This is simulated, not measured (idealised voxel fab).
Process module name: voxel self aligned vias
Cross-section cut spans 195 nm and uses square cells 5 nm in size.
Throughout this document, each cross-section is represented as a grid of square cells and is presented as a sequence of bands enumerated from the top downward, where a band comprises one or more rows of cells.
Each band's line starts with the height of the band's top and of its bottom, in nm. Then come its materials from left to right, each with its width in nm. One material with "all across" fills the band from edge to edge. "air" is empty space.
Heights are expressed relative to 0, this being the level below which the as-received wafer comprises one material exclusively. The lowest band is unbounded in the downward direction and is denoted as in "0..down".
Width spec "30->40" -> top row of cells at first value, bottom row at second value, equal per-row change in between.
"nothing was modified" after a step means that no cell of the cross-section changed.
For the entry "Closed internal voids", the listed items are empty spaces with no open way to the top whose size is 8 cells or more; each item follows the pattern width x height at distance, where distance is from the left edge and all three are in nm.
That trailing text on a step's line, after the settings, is the simulator's own remark on the step.
overlay nm: step with mask; distance mask lay right of planned place; negative value = left of planned place.

### plan
1 RECEIVE: material Si
2 CONFORMAL_DEP: material SiO2, thk nm 10
3 CONFORMAL_DEP: material SiCN, thk nm 5
4 DIRECTIONAL_DEP: material SiO2, thk nm 20
5 MASKED_ETCH: tone open, mask id LINES, width nm 25, pitch nm 65, etch materials SiO2, depth nm 20, overlay nm 0
6 CONFORMAL_DEP: material TiN, thk nm 5
7 FILL_DEP: material Ru, thk nm 5
8 CMP: height nm 35
9 SELECTIVE_ETCH: etch materials W Ru TiN, depth nm 5
10 FILL_DEP: material SiN, thk nm 5
11 CMP: height nm 35
12 DIRECTIONAL_DEP: material SiO2, thk nm 15
13 DIRECTIONAL_DEP: material aC, thk nm 10
14 PATTERN: tone open, mask id VIAS, material resist, width nm 45, thk nm 25, overlay nm 0
15 DIRECTIONAL_ETCH: etch materials aC, depth nm 10
16 STRIP: etch materials resist
17 DIRECTIONAL_ETCH: etch materials SiO2, depth nm 15
18 DIRECTIONAL_ETCH: etch materials SiN, depth nm 5
19 STRIP: etch materials aC
20 CONFORMAL_DEP: material TiN, thk nm 5
21 FILL_DEP: material Cu, thk nm 10
22 CMP: height nm 50
23 CONFORMAL_DEP: material SiCN, thk nm 5

### Step 1 complete: cross-section of the wafer as received
* 0..down  Si all across
* Closed internal voids: none

### Here's the wafer cut in cross-section after the module, started and planned just like above, except one thing was done wrong in the run
* 55..50  SiCN all across
* 50..40  SiO2: 40 / TiN: 5 / Cu: 35 / TiN: 5 / SiO2: 110
* 40..35  SiO2: 40 / TiN: 10 / Cu: 25 / TiN: 10 / SiO2: 110
* 35..30  SiO2: 45 / TiN: 35 / SiO2: 30 / SiN: 35 / SiO2: 50
* 30..20  SiO2: 45 / TiN: 5 / Ru: 25 / TiN: 5 / SiO2: 30 / TiN: 5 / Ru: 25 / TiN: 5 / SiO2: 50
* 20..15  SiO2: 45 / TiN: 35 / SiO2: 30 / TiN: 35 / SiO2: 50
* 15..10  SiCN all across
* 10..0  SiO2 all across
* 0..down  Si all across
* Closed internal voids: none
Error vs. plan: rather than as planned, step 5 actually ran as MASKED_ETCH: tone open, mask id LINES, width nm 35, pitch nm 65, etch materials SiO2, depth nm 20, overlay nm 0
